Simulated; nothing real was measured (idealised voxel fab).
Presented below is a process module, voxel capacitor over wiring.
cross-section cut | 295 nm wide | cells 5 nm
The cross-sections in this document take the form of a grid made of square cells. They are written out as bands, in order from top to bottom. Each band consists of one or more rows of cells. Each band's line starts with the height of the band's top and of its bottom, in nm. Then come its materials from left to right, each with its width in nm. One material with "all across" fills the band from edge to edge. "blank" is empty space. Heights are expressed relative to 0, this being the level below which the as-received wafer comprises one material exclusively. The lowest band is unbounded in the downward direction and is denoted as in "0..down". The two numbers in a width such as "30..40" mark its ends across the band: the first belongs to the top row of cells, the second to the bottom row, and from each row to the next the width moves by the same amount. The designation "stayed the same", where it is given for a processing step, indicates that no cell of the cross-section was altered in the course of that step. Closed-off voids: empty space of 8 cells or more with no open way to the top, each as width x height at its distance from the left edge, in nm. after a step's settings: what the simulator itself notes on the step. The optional step-line setting "overlay nm" applies to steps with a mask and quantifies how far to the right of its planned location the mask lay, a negative value indicating leftward placement.
Below is the list of planned process steps:
step 1: op RECEIVE | material Si
step 2: op CONFORMAL_DEP | material SiO2 | thk nm 15
step 3: op DIRECTIONAL_DEP | material TiN | thk nm 5
step 4: op DIRECTIONAL_DEP | material W | thk nm 25
step 5: op MASKED_ETCH | tone cover | mask id METAL_1 | width nm 25 | pitch nm 90 | etch materials W | depth nm 25 | overlay nm 0
step 6: op MASKED_ETCH | tone cover | mask id METAL_1 | width nm 25 | pitch nm 90 | etch materials TiN | depth nm 5 | overlay nm 0
step 7: op FILL_DEP | material SiO2 | thk nm 5
step 8: op CMP | height nm 45
step 9: op CONFORMAL_DEP | material SiCN | thk nm 5
step 10: op DIRECTIONAL_DEP | material SiO2 | thk nm 10
step 11: op PATTERN | tone open | mask id PLUG_1 | material resist | width nm 15 | thk nm 15 | overlay nm 0
step 12: op DIRECTIONAL_ETCH | etch materials SiO2 | depth nm 10
step 13: op DIRECTIONAL_ETCH | etch materials SiCN | depth nm 5
step 14: op STRIP | etch materials resist
step 15: op EPI | material Ru | thk nm 10
step 16: op EPI | material Ru | thk nm 5
step 17: op DIRECTIONAL_DEP | material TiN | thk nm 5
step 18: op DIRECTIONAL_DEP | material Al2O3 | thk nm 5
step 19: op DIRECTIONAL_DEP | material TiN | thk nm 10
step 20: op PATTERN | tone cover | mask id UPPER_PLATE | material resist | width nm 70 | thk nm 15 | overlay nm 0
step 21: op DIRECTIONAL_ETCH | etch materials TiN | depth nm 10
step 22: op DIRECTIONAL_ETCH | etch materials Al2O3 | depth nm 5
step 23: op STRIP | etch materials resist
step 24: op MASKED_ETCH | tone cover | mask id LOWER_PLATE | width nm 80 | etch materials TiN | depth nm 5 | overlay nm 0
step 25: op FILL_DEP | material SiO2 | thk nm 20
step 26: op CMP | height nm 95
step 27: op PATTERN | tone open | mask id PLUG_2 | material resist | width nm 15 | thk nm 15 | overlay nm 0
step 28: op DIRECTIONAL_ETCH | etch materials SiO2 | depth nm 15
step 29: op STRIP | etch materials resist
step 30: op CONFORMAL_DEP | material TiN | thk nm 5
step 31: op FILL_DEP | material Cu | thk nm 10
step 32: op CMP | height nm 95
step 33: op CONFORMAL_DEP | material SiCN | thk nm 5
The cross-section here shows the wafer as received, i.e. in its state after step 1:
0..down: Si all across
Closed-off voids: none
Cross-section, end of module. Start: as above. Plan: as above. Execution: one mistake:
100..95: SiCN all across
95..85: SiO2: 110 | TiN: 5 | Cu: 5 | TiN: 5 | SiO2: 170
85..80: SiO2: 110 | TiN: 15 | SiO2: 170
80..75: SiO2 all across
75..70: SiO2: 100 | TiN: 70 | SiO2: 125
70..65: SiO2: 100 | Al2O3: 70 | SiO2: 125
65..60: TiN: 95 | SiO2: 5 | TiN: 70 | SiO2: 5 | TiN: 120
60..50: SiO2: 100 | Ru: 15 | SiO2: 180
50..45: SiCN: 100 | Ru: 15 | SiCN: 180
45..20: SiO2: 90 | W: 25 | SiO2: 65 | W: 25 | SiO2: 90
20..15: SiO2: 90 | TiN: 25 | SiO2: 65 | TiN: 25 | SiO2: 90
15..0: SiO2 all across
0..down: Si all across
Closed-off voids: none
Diagnosis: note that step 24 departed from the planned setting and was carried out as op MASKED_ETCH | tone open | mask id LOWER_PLATE | width nm 80 | etch materials TiN | depth nm 5 | overlay nm 0
